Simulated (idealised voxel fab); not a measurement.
Presented below is a process module, voxel plated lines.
FYI the section here is cut, 300 nm wide, cells are 5 nm squares.
If you're reading a cross-section in this doc, picture square cells in a grid; it comes to you as bands, top ones listed first down to the bottom, and a band can be one or more rows of cells. First you get the band's top height and its bottom height, in nm, and then the materials it's made of, left to right, with each width in nm. If you see a single material with "edge to edge", that one covers the band edge to edge. "air" is empty space. Heads up on the height convention: 0 is the point under which the incoming wafer is all one material, and the lowest band has no bottom, it just keeps going down, like "0 and below". It should be noted that a width expressed as "30->40" varies in equal increments from row to row of cells within the band, taking the value of the first number at the top row and that of the second number at the bottom row. Reading "nothing got changed" for a step: not a cell of the cross-section changed in it. "Unvented cavities" contains a list of empty spaces, each no smaller than 8 cells and without an open way to the top, written in the form width x height at distance with the distance from the left edge and all three in nm. On a step's line, text after the settings is the simulator commenting on that step. overlay nm, on a step with a mask: how far to the right of its planned place the mask lay; to the left if negative.
**Planned process steps**
1. RECEIVE (material Si)
2. CONFORMAL_DEP (material Al2O3; thk nm 15)
3. DIRECTIONAL_DEP (material TiN; thk nm 5)
4. PATTERN (tone open; mask id LINES; material resist; width nm 25; pitch nm 55; thk nm 35; overlay nm 0)
5. EPI (material Ru; thk nm 5)
6. EPI (material Ru; thk nm 5)
7. EPI (material Ru; thk nm 5)
8. STRIP (etch materials resist)
9. DIRECTIONAL_ETCH (etch materials TiN; depth nm 5)
10. CONFORMAL_DEP (material SiN; thk nm 10)
**First wafer of two (run as planned)**
**Cross-section of the wafer as it came to us, i.e., already through step 1**
	0 and below  Si edge to edge
	Unvented cavities: none
**Upon completion of step 2, the wafer appears in cross-section as shown**
	15 down to 0  Al2O3 edge to edge
	Rest of section, below 0: as before.
**Upon completion of step 3, the wafer appears in cross-section as shown**
	20 down to 15  TiN edge to edge
	Rest of section, below 15: as before.
**Upon completion of step 4, the wafer appears in cross-section as shown**
	55 down to 20  resist: 110  air: 25  resist: 30  air: 25  resist: 110
	Rest of section, below 20: as before.
**Upon completion of step 5, the wafer appears in cross-section as shown**
	55 down to 25  resist: 110  air: 25  resist: 30  air: 25  resist: 110
	25 down to 20  resist: 110  Ru: 25  resist: 30  Ru: 25  resist: 110
	Rest of section, below 20: as before.
**Upon completion of step 6, the wafer appears in cross-section as shown**
	55 down to 30  resist: 110  air: 25  resist: 30  air: 25  resist: 110
	30 down to 20  resist: 110  Ru: 25  resist: 30  Ru: 25  resist: 110
	Rest of section, below 20: as before.
**Upon completion of step 7, the wafer appears in cross-section as shown**
	55 down to 35  resist: 110  air: 25  resist: 30  air: 25  resist: 110
	35 down to 20  resist: 110  Ru: 25  resist: 30  Ru: 25  resist: 110
	Rest of section, below 20: as before.
**Upon completion of step 8, the wafer appears in cross-section as shown**
	35 down to 20  air: 110  Ru: 25  air: 30  Ru: 25  air: 110
	Rest of section, below 20: as before.
**Upon completion of step 9, the wafer appears in cross-section as shown**
	35 down to 20  air: 110  Ru: 25  air: 30  Ru: 25  air: 110
	20 down to 15  air: 110  TiN: 25  air: 30  TiN: 25  air: 110
	Rest of section, below 15: as before.
**Upon completion of step 10, the wafer appears in cross-section as shown**
	45 down to 35  air: 100  SiN: 45  air: 10  SiN: 45  air: 100
	35 down to 25  air: 100  SiN: 10  Ru: 25  SiN: 10  air: 10  SiN: 10  Ru: 25  SiN: 10  air: 100
	25 down to 20  SiN: 110  Ru: 25  SiN: 30  Ru: 25  SiN: 110
	20 down to 15  SiN: 110  TiN: 25  SiN: 30  TiN: 25  SiN: 110
	Rest of section, below 15: as before.
**Second of two: same start, same plan, one run error; steps up to and including 3 match the first**
**when step 4 should have ended**
	55 down to 20  air: 110  resist: 25  air: 30  resist: 25  air: 110
	Rest of section, below 20: as before.
**when step 5 should have ended**
	55 down to 25  air: 110  resist: 25  air: 30  resist: 25  air: 110
	25 down to 20  Ru: 110  resist: 25  Ru: 30  resist: 25  Ru: 110
	Rest of section, below 20: as before.
**when step 6 should have ended**
	55 down to 30  air: 110  resist: 25  air: 30  resist: 25  air: 110
	30 down to 20  Ru: 110  resist: 25  Ru: 30  resist: 25  Ru: 110
	Rest of section, below 20: as before.
**when step 7 should have ended**
	55 down to 35  air: 110  resist: 25  air: 30  resist: 25  air: 110
	35 down to 20  Ru: 110  resist: 25  Ru: 30  resist: 25  Ru: 110
	Rest of section, below 20: as before.
**when step 8 should have ended**
	35 down to 20  Ru: 110  air: 25  Ru: 30  air: 25  Ru: 110
	Rest of section, below 20: as before.
**when step 9 should have ended**
	35 down to 20  Ru: 110  air: 25  Ru: 30  air: 25  Ru: 110
	20 down to 15  TiN: 110  air: 25  TiN: 30  air: 25  TiN: 110
	Rest of section, below 15: as before.
**when step 10 should have ended**
	45 down to 35  SiN: 120  air: 5  SiN: 50  air: 5  SiN: 120
	35 down to 25  Ru: 110  SiN: 10  air: 5  SiN: 10  Ru: 30  SiN: 10  air: 5  SiN: 10  Ru: 110
	25 down to 20  Ru: 110  SiN: 25  Ru: 30  SiN: 25  Ru: 110
	20 down to 15  TiN: 110  SiN: 25  TiN: 30  SiN: 25  TiN: 110
	Rest of section, below 15: as before.
Processing error: so step 4 ended up running with a different setting than we planned, it ran as PATTERN (tone cover; mask id LINES; material resist; width nm 25; pitch nm 55; thk nm 35; overlay nm 0)
Heads up, by the end the second wafer has more or fewer cells of some materials compared to the first: Ru: 120 more; TiN: 40 more
